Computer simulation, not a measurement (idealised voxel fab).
process module | voxel tone inversion
cross-section cut | 230 nm wide | cells 5 nm
A cross-section is a grid of square cells, given in bands from the top down. A band is one or more rows of cells.
Each band's line starts with the height of the band's top and of its bottom, in nm. Then come its materials from left to right, each with its width in nm. One material with "throughout" fills the band from edge to edge. "air" is empty space.
Height 0 is the level under which the wafer as received is all one material. The lowest band goes on downwards, as in "0 down".
A width such as "30 to 40" changes by the same amount from each row of cells to the next, from the band's top row to its bottom row.
"no change" after a step means that no cell of the cross-section changed.
closed voids: empty space of 8 cells or more with no open way to the top, each as width x height at its distance from the left edge, in nm
after a step's settings: what the simulator itself notes on the step
overlay nm, on a step with a mask: how far to the right of its planned place the mask lay; to the left if negative
plan
1 op RECEIVE | material Si
2 op CONFORMAL_DEP | material SiCN | thk nm 10
3 op DIRECTIONAL_DEP | material polySi | thk nm 20
4 op PATTERN | tone cover | mask id POSTS | material resist | width nm 15 | pitch nm 40 | thk nm 30 | overlay nm 0
5 op DIRECTIONAL_ETCH | etch materials polySi | depth nm 20
6 op STRIP | etch materials resist
7 op FILL_DEP | material lowk | thk nm 10
8 op CMP | height nm 30
9 op STRIP | etch materials polySi
10 op CONFORMAL_DEP | material TiN | thk nm 5
11 op FILL_DEP | material Ru | thk nm 10
12 op CMP | height nm 30
13 op CONFORMAL_DEP | material SiN | thk nm 5
as received, after step 1
  0 down: Si throughout
  closed voids: none
first wafer at the end, as planned
  35 to 30: SiN throughout
  30 to 15: lowk 65 | TiN 5 | Ru 5 | TiN 5 | lowk 25 | TiN 5 | Ru 5 | TiN 5 | lowk 25 | TiN 5 | Ru 5 | TiN 5 | lowk 70
  15 to 10: lowk 65 | TiN 15 | lowk 25 | TiN 15 | lowk 25 | TiN 15 | lowk 70
  10 to 0: SiCN throughout
  0 down: Si throughout
  closed voids: none
second wafer at the end: like start, like plan, one mistake
  50 to 45: SiN throughout
  45 to 35: Ru throughout
  35 to 30: TiN 70 | Ru 5 | TiN 35 | Ru 5 | TiN 35 | Ru 5 | TiN 75
  30 to 15: lowk 65 | TiN 5 | Ru 5 | TiN 5 | lowk 25 | TiN 5 | Ru 5 | TiN 5 | lowk 25 | TiN 5 | Ru 5 | TiN 5 | lowk 70
  15 to 10: lowk 65 | TiN 15 | lowk 25 | TiN 15 | lowk 25 | TiN 15 | lowk 70
  10 to 0: SiCN throughout
  0 down: Si throughout
  closed voids: none
what went wrong: step 12 was left out
at the end the second wafer has, in cells: 95 more of Ru | 43 more of TiN
